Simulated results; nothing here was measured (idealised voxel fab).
Name of the process module below: voxel quadruple lines
Square cells of 5 nm make up the cross-section cut, whose width is 290 nm.
A cross-section is written here as square cells arranged in a grid, and it is given in bands from the top down, each band taking up one or more rows of cells. Band: top and bottom heights (nm) first, top before bottom; then materials from left to right, widths in nm. "edge to edge" marks a sole material filling the band edge to edge. "air" denotes empty space. Height 0 is the level under which the wafer as received is all one material. The lowest band goes on downwards, as in "top 0, no bottom". The expression "30 to 40" gives the width at the extremes of the band, the first number at its top row of cells and the second at its bottom row, with the width changing by equal amounts from each row to the next in between. Reading "no modification" for a step: not a cell of the cross-section changed in it. In the "Trapped cavities" entry, you get each enclosed empty space of 8 cells or more, one with no open way to the top, written width x height at distance, distance from the left edge, in nm. On each step's line, the part that comes after the settings is the simulator's own comment on the step. The line of a step may include "overlay nm". On a step with a mask, this value is how far to the right of its planned place the mask lay. A negative value means the mask lay to the left.
### Steps planned for the process
step 1: RECEIVE (material Si)
step 2: CONFORMAL_DEP (material SiO2; thk nm 10)
step 3: DIRECTIONAL_DEP (material TiN; thk nm 15)
step 4: DIRECTIONAL_DEP (material polySi; thk nm 20)
step 5: DIRECTIONAL_DEP (material aC; thk nm 20)
step 6: PATTERN (tone cover; mask id MANDREL; material resist; width nm 35; thk nm 25; overlay nm 0)
step 7: DIRECTIONAL_ETCH (etch materials aC; depth nm 20)
step 8: STRIP (etch materials resist)
step 9: CONFORMAL_DEP (material SiO2; thk nm 15)
step 10: DIRECTIONAL_ETCH (etch materials SiO2; depth nm 15)
step 11: STRIP (etch materials aC)
step 12: DIRECTIONAL_ETCH (etch materials polySi; depth nm 20)
step 13: STRIP (etch materials SiO2)
step 14: CONFORMAL_DEP (material SiN; thk nm 10)
step 15: DIRECTIONAL_ETCH (etch materials SiN; depth nm 10)
step 16: STRIP (etch materials polySi)
step 17: DIRECTIONAL_ETCH (etch materials TiN; depth nm 15)
step 18: STRIP (etch materials SiN)
step 19: FILL_DEP (material lowk; thk nm 10)
step 20: CMP (height nm 25)
### Concerning the first of two wafers, which was run in accordance with the plan
### Cross-section of the wafer upon arrival, representing the state reached after step 1
> top 0, no bottom | Si edge to edge
> Trapped cavities: none
### You're looking at a cross-section of the wafer after step 2
> top 10, bottom 0 | SiO2 edge to edge
> Anything lower than 0 is untouched.
### You're looking at a cross-section of the wafer after step 3
> top 25, bottom 10 | TiN edge to edge
> Anything lower than 10 is untouched.
### You're looking at a cross-section of the wafer after step 4
> top 45, bottom 25 | polySi edge to edge
> Anything lower than 25 is untouched.
### You're looking at a cross-section of the wafer after step 5
> top 65, bottom 45 | aC edge to edge
> Anything lower than 45 is untouched.
### You're looking at a cross-section of the wafer after step 6
> top 90, bottom 65 | air 125 nm, then resist 35 nm, then air 130 nm
> Anything lower than 65 is untouched.
### You're looking at a cross-section of the wafer after step 7
> top 70, bottom 65 | air 125 nm, then resist 35 nm, then air 130 nm
> top 65, bottom 45 | air 125 nm, then aC 35 nm, then air 130 nm
> Anything lower than 45 is untouched.
### You're looking at a cross-section of the wafer after step 8
> top 65, bottom 45 | air 125 nm, then aC 35 nm, then air 130 nm
> Anything lower than 45 is untouched.
### You're looking at a cross-section of the wafer after step 9
> top 80, bottom 65 | air 110 nm, then SiO2 65 nm, then air 115 nm
> top 65, bottom 60 | air 110 nm, then SiO2 15 nm, then aC 35 nm, then SiO2 15 nm, then air 115 nm
> top 60, bottom 45 | SiO2 125 nm, then aC 35 nm, then SiO2 130 nm
> Anything lower than 45 is untouched.
### You're looking at a cross-section of the wafer after step 10
> top 65, bottom 45 | air 110 nm, then SiO2 15 nm, then aC 35 nm, then SiO2 15 nm, then air 115 nm
> Anything lower than 45 is untouched.
### You're looking at a cross-section of the wafer after step 11
> top 65, bottom 45 | air 110 nm, then SiO2 15 nm, then air 35 nm, then SiO2 15 nm, then air 115 nm
> Anything lower than 45 is untouched.
### You're looking at a cross-section of the wafer after step 12
> top 65, bottom 45 | air 110 nm, then SiO2 15 nm, then air 35 nm, then SiO2 15 nm, then air 115 nm
> top 45, bottom 25 | air 110 nm, then polySi 15 nm, then air 35 nm, then polySi 15 nm, then air 115 nm
> Anything lower than 25 is untouched.
### You're looking at a cross-section of the wafer after step 13
> top 45, bottom 25 | air 110 nm, then polySi 15 nm, then air 35 nm, then polySi 15 nm, then air 115 nm
> Anything lower than 25 is untouched.
### You're looking at a cross-section of the wafer after step 14
> top 55, bottom 45 | air 100 nm, then SiN 35 nm, then air 15 nm, then SiN 35 nm, then air 105 nm
> top 45, bottom 35 | air 100 nm, then SiN 10 nm, then polySi 15 nm, then SiN 10 nm, then air 15 nm, then SiN 10 nm, then polySi 15 nm, then SiN 10 nm, then air 105 nm
> top 35, bottom 25 | SiN 110 nm, then polySi 15 nm, then SiN 35 nm, then polySi 15 nm, then SiN 115 nm
> Anything lower than 25 is untouched.
### You're looking at a cross-section of the wafer after step 15
> top 45, bottom 25 | air 100 nm, then SiN 10 nm, then polySi 15 nm, then SiN 10 nm, then air 15 nm, then SiN 10 nm, then polySi 15 nm, then SiN 10 nm, then air 105 nm
> Anything lower than 25 is untouched.
### You're looking at a cross-section of the wafer after step 16
> top 45, bottom 25 | air 100 nm, then SiN 10 nm, then air 15 nm, then SiN 10 nm, then air 15 nm, then SiN 10 nm, then air 15 nm, then SiN 10 nm, then air 105 nm
> Anything lower than 25 is untouched.
### You're looking at a cross-section of the wafer after step 17
> top 45, bottom 25 | air 100 nm, then SiN 10 nm, then air 15 nm, then SiN 10 nm, then air 15 nm, then SiN 10 nm, then air 15 nm, then SiN 10 nm, then air 105 nm
> top 25, bottom 10 | air 100 nm, then TiN 10 nm, then air 15 nm, then TiN 10 nm, then air 15 nm, then TiN 10 nm, then air 15 nm, then TiN 10 nm, then air 105 nm
> Anything lower than 10 is untouched.
### You're looking at a cross-section of the wafer after step 18
> top 25, bottom 10 | air 100 nm, then TiN 10 nm, then air 15 nm, then TiN 10 nm, then air 15 nm, then TiN 10 nm, then air 15 nm, then TiN 10 nm, then air 105 nm
> Anything lower than 10 is untouched.
### You're looking at a cross-section of the wafer after step 19
> top 35, bottom 25 | lowk edge to edge
> top 25, bottom 10 | lowk 100 nm, then TiN 10 nm, then lowk 15 nm, then TiN 10 nm, then lowk 15 nm, then TiN 10 nm, then lowk 15 nm, then TiN 10 nm, then lowk 105 nm
> Anything lower than 10 is untouched.
### You're looking at a cross-section of the wafer after step 20
> top 25, bottom 10 | lowk 100 nm, then TiN 10 nm, then lowk 15 nm, then TiN 10 nm, then lowk 15 nm, then TiN 10 nm, then lowk 15 nm, then TiN 10 nm, then lowk 105 nm
> Anything lower than 10 is untouched.
### second wafer: like start, like plan, one mistake. Through step 5 it matches the first wafer
### X-section, second wafer, when step 6 was due to finish
> top 90, bottom 65 | resist 125 nm, then air 35 nm, then resist 130 nm
> Anything lower than 65 is untouched.
### X-section, second wafer, when step 7 was due to finish
> top 70, bottom 65 | resist 125 nm, then air 35 nm, then resist 130 nm
> top 65, bottom 45 | aC 125 nm, then air 35 nm, then aC 130 nm
> Anything lower than 45 is untouched.
### X-section, second wafer, when step 8 was due to finish
> top 65, bottom 45 | aC 125 nm, then air 35 nm, then aC 130 nm
> Anything lower than 45 is untouched.
### X-section, second wafer, when step 9 was due to finish
> top 80, bottom 65 | SiO2 140 nm, then air 5 nm, then SiO2 145 nm
> top 65, bottom 60 | aC 125 nm, then SiO2 15 nm, then air 5 nm, then SiO2 15 nm, then aC 130 nm
> top 60, bottom 45 | aC 125 nm, then SiO2 35 nm, then aC 130 nm
> Anything lower than 45 is untouched.
### X-section, second wafer, when step 10 was due to finish
> top 65, bottom 45 | aC 125 nm, then SiO2 15 nm, then air 5 nm, then SiO2 15 nm, then aC 130 nm
> Anything lower than 45 is untouched.
### X-section, second wafer, when step 11 was due to finish
> top 65, bottom 45 | air 125 nm, then SiO2 15 nm, then air 5 nm, then SiO2 15 nm, then air 130 nm
> Anything lower than 45 is untouched.
### X-section, second wafer, when step 12 was due to finish
> top 65, bottom 45 | air 125 nm, then SiO2 15 nm, then air 5 nm, then SiO2 15 nm, then air 130 nm
> top 45, bottom 25 | air 125 nm, then polySi 15 nm, then air 5 nm, then polySi 15 nm, then air 130 nm
> Anything lower than 25 is untouched.
### X-section, second wafer, when step 13 was due to finish
> top 45, bottom 25 | air 125 nm, then polySi 15 nm, then air 5 nm, then polySi 15 nm, then air 130 nm
> Anything lower than 25 is untouched.
### X-section, second wafer, when step 14 was due to finish
> top 55, bottom 45 | air 115 nm, then SiN 55 nm, then air 120 nm
> top 45, bottom 35 | air 115 nm, then SiN 10 nm, then polySi 15 nm, then SiN 5 nm, then polySi 15 nm, then SiN 10 nm, then air 120 nm
> top 35, bottom 25 | SiN 125 nm, then polySi 15 nm, then SiN 5 nm, then polySi 15 nm, then SiN 130 nm
> Anything lower than 25 is untouched.
### X-section, second wafer, when step 15 was due to finish
> top 45, bottom 25 | air 115 nm, then SiN 10 nm, then polySi 15 nm, then SiN 5 nm, then polySi 15 nm, then SiN 10 nm, then air 120 nm
> Anything lower than 25 is untouched.
### X-section, second wafer, when step 16 was due to finish
> top 45, bottom 25 | air 115 nm, then SiN 10 nm, then air 15 nm, then SiN 5 nm, then air 15 nm, then SiN 10 nm, then air 120 nm
> Anything lower than 25 is untouched.
### X-section, second wafer, when step 17 was due to finish
> top 45, bottom 25 | air 115 nm, then SiN 10 nm, then air 15 nm, then SiN 5 nm, then air 15 nm, then SiN 10 nm, then air 120 nm
> top 25, bottom 10 | air 115 nm, then TiN 10 nm, then air 15 nm, then TiN 5 nm, then air 15 nm, then TiN 10 nm, then air 120 nm
> Anything lower than 10 is untouched.
### X-section, second wafer, when step 18 was due to finish
> top 25, bottom 10 | air 115 nm, then TiN 10 nm, then air 15 nm, then TiN 5 nm, then air 15 nm, then TiN 10 nm, then air 120 nm
> Anything lower than 10 is untouched.
### X-section, second wafer, when step 19 was due to finish
> top 35, bottom 25 | lowk edge to edge
> top 25, bottom 10 | lowk 115 nm, then TiN 10 nm, then lowk 15 nm, then TiN 5 nm, then lowk 15 nm, then TiN 10 nm, then lowk 120 nm
> Anything lower than 10 is untouched.
### X-section, second wafer, when step 20 was due to finish
> top 25, bottom 10 | lowk 115 nm, then TiN 10 nm, then lowk 15 nm, then TiN 5 nm, then lowk 15 nm, then TiN 10 nm, then lowk 120 nm
> Anything lower than 10 is untouched.
Finding, execution versus plan: step 6 was run on a setting that differed from the plan, and what really ran there is PATTERN (tone open; mask id MANDREL; material resist; width nm 35; thk nm 25; overlay nm 0)
Once processing is complete, comparing cell counts shows that the second wafer has more or fewer of certain materials than the first: -9 TiN, +9 lowk
